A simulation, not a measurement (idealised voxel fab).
The following process module bears the name voxel capacitor over wiring.
Square cell edge 5 nm, section width 140 nm, ID cut.
The cross-sections in this document take the form of a grid made of square cells. They are written out as bands, in order from top to bottom. Each band consists of one or more rows of cells. Band: top height; bottom height; in nm. Then, left to right: material with width in nm, for each material. "everywhere": a single material spanning edge to edge. "empty": empty space. It should be noted that heights are counted from 0, beneath which the wafer as supplied is of one material throughout, and that the lowest band possesses no lower boundary but continues downward, as written in "0..down". Graded width ("30 to 40"): value in top row of band = first number; value in bottom row = second number; row-to-row change constant. "identical to before" means the step left every cell of the cross-section as it was. In the "Voids, fully enclosed" entry, you get each enclosed empty space of 8 cells or more, one with no open way to the top, written width x height at distance, distance from the left edge, in nm. It should be noted that, on the line of a given step, the content following the step's settings is a remark produced by the simulator itself with respect to that step. Steps that use a mask can have "overlay nm" on their line. It says how far the mask sat to the right of where it was meant to be. Negative means to the left.

# The process steps that were planned are listed below
| 1 | RECEIVE,material Si |
| 2 | CONFORMAL_DEP,material SiO2,thk nm 10 |
| 3 | DIRECTIONAL_DEP,material TiN,thk nm 5 |
| 4 | DIRECTIONAL_DEP,material Ru,thk nm 25 |
| 5 | MASKED_ETCH,tone cover,mask id METAL_1,width nm 25,pitch nm 80,etch materials Ru,depth nm 25,overlay nm 0 |
| 6 | MASKED_ETCH,tone cover,mask id METAL_1,width nm 25,pitch nm 80,etch materials TiN,depth nm 5,overlay nm 0 |
| 7 | CONFORMAL_DEP,material SiN,thk nm 5 |
| 8 | FILL_DEP,material SiO2,thk nm 5 |
| 9 | CMP,height nm 40 |
| 10 | CONFORMAL_DEP,material SiCN,thk nm 5 |
| 11 | DIRECTIONAL_DEP,material lowk,thk nm 15 |
| 12 | DIRECTIONAL_DEP,material aC,thk nm 10 |
| 13 | PATTERN,tone open,mask id PLUG_1,material resist,width nm 15,thk nm 25,overlay nm 0 |
| 14 | DIRECTIONAL_ETCH,etch materials aC,depth nm 10 |
| 15 | STRIP,etch materials resist |
| 16 | DIRECTIONAL_ETCH,etch materials lowk,depth nm 15 |
| 17 | DIRECTIONAL_ETCH,etch materials SiCN,depth nm 5 |
| 18 | STRIP,etch materials aC |
| 19 | CONFORMAL_DEP,material TiN,thk nm 5 |
| 20 | FILL_DEP,material Ru,thk nm 5 |
| 21 | CMP,height nm 60 |
| 22 | DIRECTIONAL_DEP,material TiN,thk nm 5 |
| 23 | DIRECTIONAL_DEP,material Al2O3,thk nm 5 |
| 24 | DIRECTIONAL_DEP,material TiN,thk nm 10 |
| 25 | MASKED_ETCH,tone cover,mask id UPPER_PLATE,width nm 60,etch materials TiN,depth nm 10,overlay nm 0 |
| 26 | MASKED_ETCH,tone cover,mask id UPPER_PLATE,width nm 60,etch materials Al2O3,depth nm 5,overlay nm 0 |
| 27 | DIRECTIONAL_DEP,material aC,thk nm 10 |
| 28 | PATTERN,tone cover,mask id LOWER_PLATE,material resist,width nm 70,thk nm 30,overlay nm 0 |
| 29 | DIRECTIONAL_ETCH,etch materials aC,depth nm 10 |
| 30 | STRIP,etch materials resist |
| 31 | DIRECTIONAL_ETCH,etch materials TiN,depth nm 5 |
| 32 | STRIP,etch materials aC |
| 33 | FILL_DEP,material SiO2,thk nm 20 |
| 34 | CMP,height nm 95 |
| 35 | PATTERN,tone open,mask id PLUG_2,material resist,width nm 15,thk nm 15,overlay nm 0 |
| 36 | DIRECTIONAL_ETCH,etch materials SiO2,depth nm 15 |
| 37 | STRIP,etch materials resist |
| 38 | CONFORMAL_DEP,material TiN,thk nm 5 |
| 39 | FILL_DEP,material Ru,thk nm 5 |
| 40 | CMP,height nm 95 |
| 41 | CONFORMAL_DEP,material SiN,thk nm 5 |

# Cross-section of the wafer as it came to us, i.e., already through step 1
	0..down | Si everywhere
	Voids, fully enclosed: none

# Module complete - cross-section of the first of two wafers, run according to plan
	100..95 | SiN everywhere
	95..85 | SiO2 35 / TiN 5 / Ru 5 / TiN 5 / SiO2 90
	85..80 | SiO2 35 / TiN 15 / SiO2 90
	80..70 | SiO2 25 / TiN 60 / SiO2 55
	70..65 | SiO2 25 / Al2O3 60 / SiO2 55
	65..60 | SiO2 20 / TiN 70 / SiO2 50
	60..45 | lowk 25 / TiN 5 / Ru 5 / TiN 5 / lowk 100
	45..40 | SiCN 25 / TiN 15 / SiCN 100
	40..15 | SiO2 10 / SiN 5 / Ru 25 / SiN 5 / SiO2 45 / SiN 5 / Ru 25 / SiN 5 / SiO2 15
	15..10 | SiN 15 / TiN 25 / SiN 55 / TiN 25 / SiN 20
	10..0 | SiO2 everywhere
	0..down | Si everywhere
	Voids, fully enclosed: none

# Wafer two, end of module, cross-section. Same start, same plan as wafer one. One mistake in the run
	100..95 | SiN everywhere
	95..85 | SiO2 35 / TiN 5 / Ru 5 / TiN 5 / SiO2 90
	85..80 | SiO2 35 / TiN 15 / SiO2 90
	80..75 | SiO2 25 / Al2O3 60 / SiO2 55
	75..70 | SiO2 20 / TiN 70 / SiO2 50
	70..60 | TiN everywhere
	60..45 | lowk 25 / TiN 5 / Ru 5 / TiN 5 / lowk 100
	45..40 | SiCN 25 / TiN 15 / SiCN 100
	40..15 | SiO2 10 / SiN 5 / Ru 25 / SiN 5 / SiO2 45 / SiN 5 / Ru 25 / SiN 5 / SiO2 15
	15..10 | SiN 15 / TiN 25 / SiN 55 / TiN 25 / SiN 20
	10..0 | SiO2 everywhere
	0..down | Si everywhere
	Voids, fully enclosed: none
Want to know what went wrong? steps 23 and 24 of the plan were run in the wrong order, each in the other's place
Bottom line after processing is that, in cells, the second wafer is up or down on some materials versus the first: -32 SiO2, +32 TiN
